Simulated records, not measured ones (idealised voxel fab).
This section sets out a process module, namely voxel ribs on slabs.
Square cells of 5 nm make up the cross-section cut, whose width is 190 nm.
Just so we're on the same page, the cross-sections are grids of square cells, and they're listed out in bands top to bottom, each band one or more rows deep.
Band entry format. Leading values: height of top, height of bottom, nm. Remainder: materials in left-to-right order, each with its width in nm. Special words: "all across" on a single material, which then fills the band edge to edge; "blank", empty space.
Heights from 0 (as-received wafer is one material below). Bottom band endless downward, as "0..down".
The width entry "30->40" should be interpreted row by row: the top row of cells in the band takes the first number, the bottom row takes the second number, and the change between adjacent rows is uniform throughout.
Reading "nothing altered" for a step: not a cell of the cross-section changed in it.
For the entry "Voids lacking openings", the listed items are empty spaces with no open way to the top whose size is 8 cells or more; each item follows the pattern width x height at distance, where distance is from the left edge and all three are in nm.
That trailing text on a step's line, after the settings, is the simulator's own remark on the step.
What "overlay nm" on a step's line means: if the step has a mask, that mask lay this far to the right of its planned place, or, when the value is negative, to the left.

[These are the steps we planned for the process]
1,RECEIVE,material Si
2,DIRECTIONAL_DEP,material SiO2,thk nm 30
3,DIRECTIONAL_DEP,material SiN,thk nm 25
4,MASKED_ETCH,tone cover,mask id RIB,width nm 20,etch materials SiN,depth nm 15,overlay nm 0
5,MASKED_ETCH,tone cover,mask id SLAB,width nm 50,etch materials SiN,depth nm 10,overlay nm 0
6,FILL_DEP,material SiO2,thk nm 15
7,CMP,height nm 65
8,DIRECTIONAL_DEP,material TiN,thk nm 10
9,PATTERN,tone cover,mask id HEATER,material resist,width nm 30,thk nm 20,overlay nm 0
10,DIRECTIONAL_ETCH,etch materials TiN,depth nm 10
11,STRIP,etch materials resist
12,CONFORMAL_DEP,material SiN,thk nm 10

[Shown in cross-section is the wafer as received, that is, as it stands after step 1]
0..down = Si all across
Voids lacking openings: none

[Here's the cross-section of the first of our two wafers at the end of the module - it ran as planned]
85..75 = blank (70); SiN (50); blank (70)
75..65 = SiN (80); TiN (30); SiN (80)
65..55 = SiO2 all across
55..40 = SiO2 (85); SiN (20); SiO2 (85)
40..30 = SiO2 (70); SiN (50); SiO2 (70)
30..0 = SiO2 all across
0..down = Si all across
Voids lacking openings: none

[Wafer two, sectioned after the module: the first wafer's start, the first wafer's plan, and one mistake in how it was run]
85..75 = blank (70); SiN (50); blank (70)
75..65 = SiN (80); TiN (30); SiN (80)
65..55 = SiO2 all across
55..40 = SiO2 (85); SiN (20); SiO2 (85)
40..30 = SiO2 (75); SiN (50); SiO2 (65)
30..0 = SiO2 all across
0..down = Si all across
Voids lacking openings: none
It is concluded that the wafer was processed incorrectly with respect to the plan, in that step 5, actual vs plan mismatch, actual run MASKED_ETCH,tone cover,mask id SLAB,width nm 50,etch materials SiN,depth nm 10,overlay nm 5
Heads up: at the end the two wafers have identical cell counts per material, they're just laid out differently.
